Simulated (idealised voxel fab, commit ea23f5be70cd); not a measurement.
process module | voxel capacitor over wiring
cross-section cut | 240 nm wide | cells 5 nm
A cross-section is a grid of square cells, given in bands from the top down. A band is one or more rows of cells.
Each band's line starts with the height of the band's top and of its bottom, in nm. Then come its materials from left to right, each with its width in nm. One material with "throughout" fills the band from edge to edge. "air" is empty space.
Height 0 is the level under which the wafer as received is all one material. The lowest band goes on downwards, as in "0 down".
A width such as "30 to 40" changes by the same amount from each row of cells to the next, from the band's top row to its bottom row.
"no change" after a step means that no cell of the cross-section changed.
closed voids: empty space of 8 cells or more with no open way to the top, each as width x height at its distance from the left edge, in nm
after a step's settings: what the simulator itself notes on the step
overlay nm, on a step with a mask: how far to the right of its planned place the mask lay; to the left if negative
plan
1 op RECEIVE | material Si
2 op CONFORMAL_DEP | material SiO2 | thk nm 10
3 op DIRECTIONAL_DEP | material TiN | thk nm 5
4 op DIRECTIONAL_DEP | material W | thk nm 15
5 op DIRECTIONAL_DEP | material aC | thk nm 10
6 op PATTERN | tone cover | mask id METAL_1 | material resist | width nm 30 | pitch nm 95 | thk nm 25 | overlay nm 0
7 op DIRECTIONAL_ETCH | etch materials aC | depth nm 10
8 op STRIP | etch materials resist
9 op DIRECTIONAL_ETCH | etch materials W | depth nm 15
10 op DIRECTIONAL_ETCH | etch materials TiN | depth nm 5
11 op STRIP | etch materials aC
12 op CONFORMAL_DEP | material SiN | thk nm 5
13 op FILL_DEP | material lowk | thk nm 5
14 op CMP | height nm 30
15 op CONFORMAL_DEP | material SiCN | thk nm 5
16 op DIRECTIONAL_DEP | material lowk | thk nm 10
17 op PATTERN | tone open | mask id PLUG_1 | material resist | width nm 15 | thk nm 20 | overlay nm 0
18 op DIRECTIONAL_ETCH | etch materials lowk | depth nm 10
19 op DIRECTIONAL_ETCH | etch materials SiCN | depth nm 5
20 op STRIP | etch materials resist
21 op CONFORMAL_DEP | material TiN | thk nm 5
22 op FILL_DEP | material Ru | thk nm 5
23 op CMP | height nm 45
24 op DIRECTIONAL_DEP | material TiN | thk nm 5
25 op DIRECTIONAL_DEP | material Al2O3 | thk nm 5
26 op DIRECTIONAL_DEP | material TiN | thk nm 5
27 op DIRECTIONAL_DEP | material aC | thk nm 15
28 op PATTERN | tone cover | mask id UPPER_PLATE | material resist | width nm 70 | thk nm 35 | overlay nm 0
29 op DIRECTIONAL_ETCH | etch materials aC | depth nm 15
30 op STRIP | etch materials resist
31 op DIRECTIONAL_ETCH | etch materials TiN | depth nm 5
32 op DIRECTIONAL_ETCH | etch materials Al2O3 | depth nm 5
33 op STRIP | etch materials aC
34 op MASKED_ETCH | tone cover | mask id LOWER_PLATE | width nm 80 | etch materials TiN | depth nm 5 | overlay nm 0
35 op FILL_DEP | material SiO2 | thk nm 20
36 op CMP | height nm 75
37 op MASKED_ETCH | tone open | mask id PLUG_2 | width nm 15 | etch materials SiO2 | depth nm 15 | overlay nm 0
38 op CONFORMAL_DEP | material TiN | thk nm 5
39 op FILL_DEP | material Ru | thk nm 5
40 op CMP | height nm 75
41 op CONFORMAL_DEP | material SiN | thk nm 5
as received, after step 1
  0 down: Si throughout
  closed voids: none
a wafer at the end: this start, this plan, one mistake
  80 to 75: SiN throughout
  75 to 65: SiO2 80 | TiN 5 | Ru 5 | TiN 5 | SiO2 145
  65 to 55: SiO2 80 to 70 | TiN 15 to 70 | SiO2 145 to 100
  55 to 50: SiO2 70 | Al2O3 70 | SiO2 100
  50 to 45: SiO2 65 | TiN 80 | SiO2 95
  45 to 35: lowk 70 | SiO2 5 | Ru 5 | SiO2 5 | lowk 155
  35 to 30: SiCN 70 | SiO2 15 | SiCN 155
  30 to 15: lowk 50 | SiN 5 | W 30 | SiN 5 | lowk 55 | SiN 5 | W 30 | SiN 5 | lowk 55
  15 to 10: SiN 55 | TiN 30 | SiN 65 | TiN 30 | SiN 60
  10 to 0: SiO2 throughout
  0 down: Si throughout
  closed voids: none
what went wrong: step 21 ran as: op CONFORMAL_DEP | material SiO2 | thk nm 5
